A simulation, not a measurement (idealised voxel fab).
The process module presented herein is designated voxel released beams.
In the cross-section labelled cut, the width is 250 nm and each square cell is 5 nm.
Heads up, the way a cross-section reads in here is a grid of square cells, handed over as bands from the top down, with every band being one or more rows of cells.
Heads up on the band format: heights come first, top then bottom, in nm. After that it's the materials left to right, each with its width in nm. A single material flagged "everywhere" fills the whole band edge to edge, and "empty" means there's empty space there.
The reference from which all heights are counted is 0, the level beneath which the as-received wafer is entirely one material; the lowest band, having no lower bound, proceeds downward and is written after the example "0..down".
The notation "30 to 40" denotes a width that varies across the rows of cells in the band, beginning at the first number in the top row, finishing at the second number in the bottom row, and changing by an identical amount from each row to the next.
"remains unaltered" means the step left every cell of the cross-section as it was.
Under "Closed voids list" you'll find the enclosed gaps, the ones with no way out to the top, that are 8 cells or bigger; each reads width x height at distance, with distance counted from the left edge, everything in nm.
What comes after the settings on a step's line is commentary from the simulator itself on that step.
overlay nm, on a step with a mask: how far to the right of its planned place the mask lay; to the left if negative

## List of planned process steps
| 1 | RECEIVE with material Si |
| 2 | CONFORMAL_DEP with material Al2O3, thk nm 5 |
| 3 | DIRECTIONAL_DEP with material SiO2, thk nm 20 |
| 4 | PATTERN with tone open, mask id ANCHOR, material resist, width nm 45, thk nm 15, overlay nm 0 |
| 5 | DIRECTIONAL_ETCH with etch materials SiO2, depth nm 20 |
| 6 | STRIP with etch materials resist |
| 7 | CONFORMAL_DEP with material SiN, thk nm 15 |
| 8 | DIRECTIONAL_DEP with material aC, thk nm 10 |
| 9 | PATTERN with tone cover, mask id BEAM, material resist, width nm 105, thk nm 30, overlay nm 0 |
| 10 | DIRECTIONAL_ETCH with etch materials aC, depth nm 10 |
| 11 | STRIP with etch materials resist |
| 12 | DIRECTIONAL_ETCH with etch materials SiN, depth nm 15 |
| 13 | STRIP with etch materials aC |
| 14 | STRIP with etch materials SiO2 |

## The cross-section here shows the wafer as received, i.e. in its state after step 1
- 0..down  Si everywhere
- Closed voids list: none

## Cross-section, end of module. Start: as above. Plan: as above. Execution: one mistake
- 40..25  empty (65) | SiN (25) | empty (15) | SiN (65) | empty (80)
- 25..20  empty (75) | SiN (15) | empty (15) | SiN (15) | empty (130)
- 20..5  empty (75) | SiN (45) | empty (130)
- 5..0  Al2O3 everywhere
- 0..down  Si everywhere
- Closed voids list: none
So what did we get wrong on this run? step 9, actual vs plan mismatch, actual run PATTERN with tone cover, mask id BEAM, material resist, width nm 105, thk nm 30, overlay nm -5
